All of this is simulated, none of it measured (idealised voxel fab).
The process module that follows is named voxel released beams.
For reference, the cross-section in this document is cut, with width 265 nm and square cells of 5 nm.
For the purposes of this document, a cross-section shall be understood as a grid of square cells, specified as bands listed in top-to-bottom order, each band consisting of one or more rows of cells.
Read a band's entry like this: the first values are the height of its top and the height of its bottom in nm, and what follows is the sequence of materials from left to right, each with its width in nm. Note that "air" is empty space, and that a single material marked "edge to edge" reaches across the band from edge to edge.
Note: height 0 marks the level under which the wafer is uniformly one material as received. Lowest band unbounded below, written "top 0, no bottom".
The two numbers in a width such as "30..40" mark its ends across the band: the first belongs to the top row of cells, the second to the bottom row, and from each row to the next the width moves by the same amount.
The designation "remains unaltered", where it is given for a processing step, indicates that no cell of the cross-section was altered in the course of that step.
The entry "Completely sealed voids" lists the empty spaces that cover at least 8 cells and have no open path to the top. Each is written as width x height at distance, where the distance is measured from the left edge and all three values are in nm.
If you see something after the settings on a step's line, that's the simulator's own remark about that step.
What "overlay nm" on a step's line means: if the step has a mask, that mask lay this far to the right of its planned place, or, when the value is negative, to the left.

Steps in the process plan:
step 1: RECEIVE | material Si
step 2: CONFORMAL_DEP | material SiN | thk nm 10
step 3: DIRECTIONAL_DEP | material SiO2 | thk nm 15
step 4: DIRECTIONAL_DEP | material aC | thk nm 15
step 5: PATTERN | tone open | mask id ANCHOR | material resist | width nm 25 | thk nm 35 | overlay nm 0
step 6: DIRECTIONAL_ETCH | etch materials aC | depth nm 15
step 7: STRIP | etch materials resist
step 8: DIRECTIONAL_ETCH | etch materials SiO2 | depth nm 15
step 9: STRIP | etch materials aC
step 10: CONFORMAL_DEP | material polySi | thk nm 10
step 11: PATTERN | tone cover | mask id BEAM | material resist | width nm 70 | thk nm 20 | overlay nm 0
step 12: DIRECTIONAL_ETCH | etch materials polySi | depth nm 10
step 13: STRIP | etch materials resist
step 14: STRIP | etch materials SiO2

Wafer as received: cross-section following step 1:
top 0, no bottom | Si edge to edge
Completely sealed voids: none

As-planned run: cross-section of the first of two wafers at end of module:
top 35, bottom 25 | 95 air, 15 polySi, 5 air, 50 polySi, 100 air
top 25, bottom 20 | 100 air, 10 polySi, 5 air, 10 polySi, 140 air
top 20, bottom 10 | 100 air, 25 polySi, 140 air
top 10, bottom 0 | SiN edge to edge
top 0, no bottom | Si edge to edge
Completely sealed voids: none

This is the second of the two wafers, cross-sectioned at the end of the module; it started exactly like the first and was given the same plan, but it was run with one mistake:
top 35, bottom 25 | 95 air, 10 polySi, 5 air, 55 polySi, 100 air
top 25, bottom 20 | 95 air, 10 polySi, 5 air, 10 polySi, 145 air
top 20, bottom 10 | 95 air, 25 polySi, 145 air
top 10, bottom 0 | SiN edge to edge
top 0, no bottom | Si edge to edge
Completely sealed voids: none
What went wrong in running the wafer? it should be noted that step 5 was executed with settings other than those planned, the operation and settings actually applied being PATTERN | tone open | mask id ANCHOR | material resist | width nm 25 | thk nm 35 | overlay nm -5
The two final wafers agree on how many cells each material fills and disagree on which cells those are.
